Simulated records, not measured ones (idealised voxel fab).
process module | voxel ribs on slabs
cross-section cut | 140 nm wide | cells 5 nm
A cross-section is a grid of square cells, given in bands from the top down. A band is one or more rows of cells.
Each band's line starts with the height of the band's top and of its bottom, in nm. Then come its materials from left to right, each with its width in nm. One material with "throughout" fills the band from edge to edge. "air" is empty space.
Height 0 is the level under which the wafer as received is all one material. The lowest band goes on downwards, as in "0 down".
A width such as "30 to 40" changes by the same amount from each row of cells to the next, from the band's top row to its bottom row.
"no change" after a step means that no cell of the cross-section changed.
closed voids: empty space of 8 cells or more with no open way to the top, each as width x height at its distance from the left edge, in nm
after a step's settings: what the simulator itself notes on the step
overlay nm, on a step with a mask: how far to the right of its planned place the mask lay; to the left if negative
plan
1 op RECEIVE | material Si
2 op DIRECTIONAL_DEP | material SiO2 | thk nm 30
3 op DIRECTIONAL_DEP | material polySi | thk nm 15
4 op DIRECTIONAL_DEP | material aC | thk nm 10
5 op PATTERN | tone cover | mask id RIB | material resist | width nm 20 | thk nm 30 | overlay nm 0
6 op DIRECTIONAL_ETCH | etch materials aC | depth nm 10
7 op STRIP | etch materials resist
8 op DIRECTIONAL_ETCH | etch materials polySi | depth nm 5
9 op STRIP | etch materials aC
10 op MASKED_ETCH | tone cover | mask id SLAB | width nm 60 | etch materials polySi | depth nm 10 | overlay nm 0
11 op FILL_DEP | material SiO2 | thk nm 25
12 op CMP | height nm 65
13 op DIRECTIONAL_DEP | material TiN | thk nm 5
14 op DIRECTIONAL_DEP | material aC | thk nm 15
15 op PATTERN | tone cover | mask id HEATER | material resist | width nm 30 | thk nm 30 | overlay nm -15
16 op DIRECTIONAL_ETCH | etch materials aC | depth nm 15
17 op STRIP | etch materials resist
18 op DIRECTIONAL_ETCH | etch materials TiN | depth nm 5
19 op STRIP | etch materials aC
20 op CONFORMAL_DEP | material SiO2 | thk nm 5
varied across the wafers: overlay nm of step 15. The plan shows the first wafer's value. All wafers start alike
first wafer as received, after step 1
  0 down: Si throughout
  closed voids: none
each wafer at the end: cells of each material gained (+) or lost (-) since it was received, then its closed voids
overlay nm -15 | +366 SiO2 | +6 TiN | +28 polySi | closed voids: none
overlay nm -10 | +366 SiO2 | +6 TiN | +28 polySi | closed voids: none
overlay nm -5 | +366 SiO2 | +6 TiN | +28 polySi | closed voids: none
overlay nm 0 | +366 SiO2 | +6 TiN | +28 polySi | closed voids: none
overlay nm 5 | +366 SiO2 | +6 TiN | +28 polySi | closed voids: none
overlay nm 10 | +366 SiO2 | +6 TiN | +28 polySi | closed voids: none
overlay nm 15 | +366 SiO2 | +6 TiN | +28 polySi | closed voids: none
